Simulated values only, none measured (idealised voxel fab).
Process module heading - voxel fin reveal
cross-section cut | 275 nm wide | cells 5 nm
Square cells in a grid make up a cross-section in this document, and the grid is given as bands, listed from the top down, each one or more rows of cells.
Heads up on the band format: heights come first, top then bottom, in nm. After that it's the materials left to right, each with its width in nm. A single material flagged "edge to edge" fills the whole band edge to edge, and "air" means there's empty space there.
Heads up on the height convention: 0 is the point under which the incoming wafer is all one material, and the lowest band has no bottom, it just keeps going down, like "0 nm and below".
Width: "30->40" (first number = top row, second number = bottom row, same change from row to row of cells).
"no change" means the step left every cell of the cross-section as it was.
What "Tabulated closed voids" gives you is every empty space of 8 cells or more that is cut off from the top. Each appears as width x height at distance, with the distance taken from the left edge and width, height and distance all in nm.
What comes after the settings on a step's line is commentary from the simulator itself on that step.
The optional step-line setting "overlay nm" applies to steps with a mask and quantifies how far to the right of its planned location the mask lay, a negative value indicating leftward placement.

BELOW IS THE LIST OF PLANNED PROCESS STEPS
1. RECEIVE | material Si
2. CONFORMAL_DEP | material SiN | thk nm 10
3. PATTERN | tone cover | mask id FINS | material resist | width nm 15 | pitch nm 35 | thk nm 20 | overlay nm 0
4. DIRECTIONAL_ETCH | etch materials SiN | depth nm 10
5. DIRECTIONAL_ETCH | etch materials Si | depth nm 40
6. STRIP | etch materials resist
7. OXIDIZE | depth nm 5
8. FILL_DEP | material SiO2 | thk nm 15
9. CMP | height nm 10
10. SELECTIVE_ETCH | etch materials SiO2 | depth nm 25
11. STRIP | etch materials SiN
12. CONFORMAL_DEP | material HfO2 | thk nm 5

THE CROSS-SECTION HERE SHOWS THE WAFER AS RECEIVED, I.E. IN ITS STATE AFTER STEP 1
    0 nm and below  Si edge to edge
    Tabulated closed voids: none

A WAFER AT THE END: THIS START, THIS PLAN, ONE MISTAKE
    5 nm to 0 nm  110 nm air, then 20 nm HfO2, then 15 nm air, then 20 nm HfO2, then 110 nm air
    0 nm to -10 nm  110 nm air, then 5 nm HfO2, then 10 nm Si, then 5 nm HfO2, then 15 nm air, then 5 nm HfO2, then 10 nm Si, then 5 nm HfO2, then 110 nm air
    -10 nm to -15 nm  115 nm HfO2, then 10 nm Si, then 25 nm HfO2, then 10 nm Si, then 115 nm HfO2
    -15 nm to -45 nm  115 nm SiO2, then 10 nm Si, then 25 nm SiO2, then 10 nm Si, then 115 nm SiO2
    -45 nm and below  Si edge to edge
    Tabulated closed voids: none
So what did we get wrong on this run? step 3 did not happen as planned, as run it was PATTERN | tone cover | mask id FINS | material resist | width nm 20 | pitch nm 35 | thk nm 20 | overlay nm 0
